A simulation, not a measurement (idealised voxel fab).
process module | voxel wiring stack
cross-section cut | 190 nm wide | cells 5 nm
A cross-section is a grid of square cells, given in bands from the top down. A band is one or more rows of cells.
Each band's line starts with the height of the band's top and of its bottom, in nm. Then come its materials from left to right, each with its width in nm. One material with "throughout" fills the band from edge to edge. "air" is empty space.
Height 0 is the level under which the wafer as received is all one material. The lowest band goes on downwards, as in "0 down".
A width such as "30 to 40" changes by the same amount from each row of cells to the next, from the band's top row to its bottom row.
"no change" after a step means that no cell of the cross-section changed.
closed voids: empty space of 8 cells or more with no open way to the top, each as width x height at its distance from the left edge, in nm
after a step's settings: what the simulator itself notes on the step
overlay nm, on a step with a mask: how far to the right of its planned place the mask lay; to the left if negative
plan
1 op RECEIVE | material Si
2 op CONFORMAL_DEP | material SiO2 | thk nm 10
3 op CONFORMAL_DEP | material SiCN | thk nm 5
4 op DIRECTIONAL_DEP | material SiO2 | thk nm 25
5 op MASKED_ETCH | tone open | mask id METAL_1 | width nm 30 | pitch nm 55 | etch materials SiO2 | depth nm 25 | overlay nm 0
6 op MASKED_ETCH | tone open | mask id METAL_1 | width nm 30 | pitch nm 55 | etch materials SiCN | depth nm 5 | overlay nm 0
7 op CONFORMAL_DEP | material TiN | thk nm 5
8 op FILL_DEP | material Cu | thk nm 10
9 op CMP | height nm 40
10 op EPI | material Ru | thk nm 5
11 op FILL_DEP | material SiCN | thk nm 5
12 op DIRECTIONAL_DEP | material lowk | thk nm 10
13 op MASKED_ETCH | tone open | mask id PLUG_1 | width nm 15 | pitch nm 55 | etch materials lowk | depth nm 10 | overlay nm 0
14 op MASKED_ETCH | tone open | mask id PLUG_1 | width nm 15 | pitch nm 55 | etch materials SiCN | depth nm 5 | overlay nm 0
15 op EPI | material Ru | thk nm 10
16 op EPI | material Ru | thk nm 5
17 op DIRECTIONAL_DEP | material TiN | thk nm 5
18 op DIRECTIONAL_DEP | material W | thk nm 25
19 op PATTERN | tone cover | mask id METAL_2 | material resist | width nm 30 | pitch nm 55 | thk nm 20 | overlay nm 0
20 op DIRECTIONAL_ETCH | etch materials W | depth nm 25
21 op DIRECTIONAL_ETCH | etch materials TiN | depth nm 5
22 op STRIP | etch materials resist
23 op CONFORMAL_DEP | material SiCN | thk nm 5
24 op FILL_DEP | material lowk | thk nm 5
25 op CMP | height nm 90
26 op CONFORMAL_DEP | material SiCN | thk nm 5
27 op DIRECTIONAL_DEP | material lowk | thk nm 15
28 op DIRECTIONAL_DEP | material aC | thk nm 15
29 op PATTERN | tone open | mask id PLUG_2 | material resist | width nm 15 | thk nm 30 | overlay nm 0
30 op DIRECTIONAL_ETCH | etch materials aC | depth nm 15
31 op STRIP | etch materials resist
32 op DIRECTIONAL_ETCH | etch materials lowk | depth nm 15
33 op DIRECTIONAL_ETCH | etch materials SiCN | depth nm 5
34 op STRIP | etch materials aC
35 op EPI | material Ru | thk nm 10
36 op EPI | material Ru | thk nm 10
37 op DIRECTIONAL_DEP | material TiN | thk nm 5
38 op DIRECTIONAL_DEP | material Ru | thk nm 15
39 op DIRECTIONAL_DEP | material aC | thk nm 15
40 op PATTERN | tone cover | mask id METAL_3 | material resist | width nm 30 | pitch nm 55 | thk nm 30 | overlay nm 0
41 op DIRECTIONAL_ETCH | etch materials aC | depth nm 15
42 op STRIP | etch materials resist
43 op DIRECTIONAL_ETCH | etch materials Ru | depth nm 15
44 op DIRECTIONAL_ETCH | etch materials TiN | depth nm 5
45 op STRIP | etch materials aC
46 op CONFORMAL_DEP | material SiN | thk nm 5
47 op FILL_DEP | material SiO2 | thk nm 10
48 op CMP | height nm 130
49 op CONFORMAL_DEP | material SiN | thk nm 5
as received, after step 1
  0 down: Si throughout
  closed voids: none
a wafer at the end: this start, this plan, one mistake
  135 to 130: SiN throughout
  130 to 115: SiO2 45 | SiN 5 | Ru 30 | SiN 5 | SiO2 15 | SiN 5 | Ru 30 | SiN 5 | SiO2 50
  115 to 110: SiN 50 | TiN 30 | SiN 25 | TiN 30 | SiN 55
  110 to 95: lowk 50 | Ru 15 | lowk 125
  95 to 90: SiCN 50 | Ru 15 | SiCN 125
  90 to 65: lowk 45 | SiCN 5 | W 30 | SiCN 5 | lowk 15 | SiCN 5 | W 30 | SiCN 5 | lowk 50
  65 to 60: SiCN 50 | TiN 30 | SiCN 25 | TiN 30 | SiCN 55
  60 to 50: lowk 50 | Ru 15 | lowk 40 | Ru 15 | lowk 70
  50 to 40: SiCN 50 to 45 | Ru 15 to 40 | SiCN 40 to 15 | Ru 15 to 40 | SiCN 70 to 50
  40 to 20: SiO2 50 | TiN 5 | Cu 20 | TiN 5 | SiO2 25 | TiN 5 | Cu 20 | TiN 5 | SiO2 55
  20 to 15: SiO2 50 | TiN 10 | Cu 10 | TiN 10 | SiO2 25 | TiN 10 | Cu 10 | TiN 10 | SiO2 55
  15 to 10: SiCN 55 | TiN 20 | SiCN 35 | TiN 20 | SiCN 60
  10 to 0: SiO2 throughout
  0 down: Si throughout
  closed voids: none
what went wrong: step 6 ran as: op MASKED_ETCH | tone open | mask id METAL_1 | width nm 20 | pitch nm 55 | etch materials SiCN | depth nm 5 | overlay nm 0
